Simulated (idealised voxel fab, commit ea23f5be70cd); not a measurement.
process module | voxel released beams
cross-section cut | 290 nm wide | cells 5 nm
A cross-section is a grid of square cells, given in bands from the top down. A band is one or more rows of cells.
Each band's line starts with the height of the band's top and of its bottom, in nm. Then come its materials from left to right, each with its width in nm. One material with "throughout" fills the band from edge to edge. "air" is empty space.
Height 0 is the level under which the wafer as received is all one material. The lowest band goes on downwards, as in "0 down".
A width such as "30 to 40" changes by the same amount from each row of cells to the next, from the band's top row to its bottom row.
"no change" after a step means that no cell of the cross-section changed.
closed voids: empty space of 8 cells or more with no open way to the top, each as width x height at its distance from the left edge, in nm
after a step's settings: what the simulator itself notes on the step
overlay nm, on a step with a mask: how far to the right of its planned place the mask lay; to the left if negative
plan
1 op RECEIVE | material Si
2 op CONFORMAL_DEP | material SiN | thk nm 10
3 op DIRECTIONAL_DEP | material SiO2 | thk nm 10
4 op PATTERN | tone open | mask id ANCHOR | material resist | width nm 45 | thk nm 15 | overlay nm 0
5 op DIRECTIONAL_ETCH | etch materials SiO2 | depth nm 10
6 op STRIP | etch materials resist
7 op CONFORMAL_DEP | material polySi | thk nm 15
8 op MASKED_ETCH | tone cover | mask id BEAM | width nm 105 | etch materials polySi | depth nm 15 | overlay nm 0
9 op STRIP | etch materials SiO2
first wafer, as planned
as received, after step 1
  0 down: Si throughout
  closed voids: none
after step 2
  10 to 0: SiN throughout
  below 0: unchanged
after step 3
  20 to 10: SiO2 throughout
  below 10: unchanged
after step 4
  35 to 20: resist 95 | air 45 | resist 150
  below 20: unchanged
after step 5
  35 to 20: resist 95 | air 45 | resist 150
  20 to 10: SiO2 95 | air 45 | SiO2 150
  below 10: unchanged
after step 6
  20 to 10: SiO2 95 | air 45 | SiO2 150
  below 10: unchanged
after step 7
  35 to 25: polySi 110 | air 15 | polySi 165
  25 to 20: polySi throughout
  20 to 10: SiO2 95 | polySi 45 | SiO2 150
  below 10: unchanged
after step 8
  35 to 25: air 90 | polySi 20 | air 15 | polySi 70 | air 95
  25 to 20: air 90 | polySi 105 | air 95
  below 20: unchanged
after step 9
  35 to 25: air 90 | polySi 20 | air 15 | polySi 70 | air 95
  25 to 20: air 90 | polySi 105 | air 95
  20 to 10: air 95 | polySi 45 | air 150
  below 10: unchanged
second wafer: like start, like plan, one mistake. Through step 6 it matches the first wafer
when step 7 should have ended
  50 to 20: polySi throughout
  20 to 10: SiO2 95 | polySi 45 | SiO2 150
  below 10: unchanged
when step 8 should have ended
  50 to 35: air 90 | polySi 105 | air 95
  below 35: unchanged
when step 9 should have ended: no change
what went wrong: step 7 was run twice
at the end the second wafer has, in cells: 98 more of SiO2 | 180 more of polySi
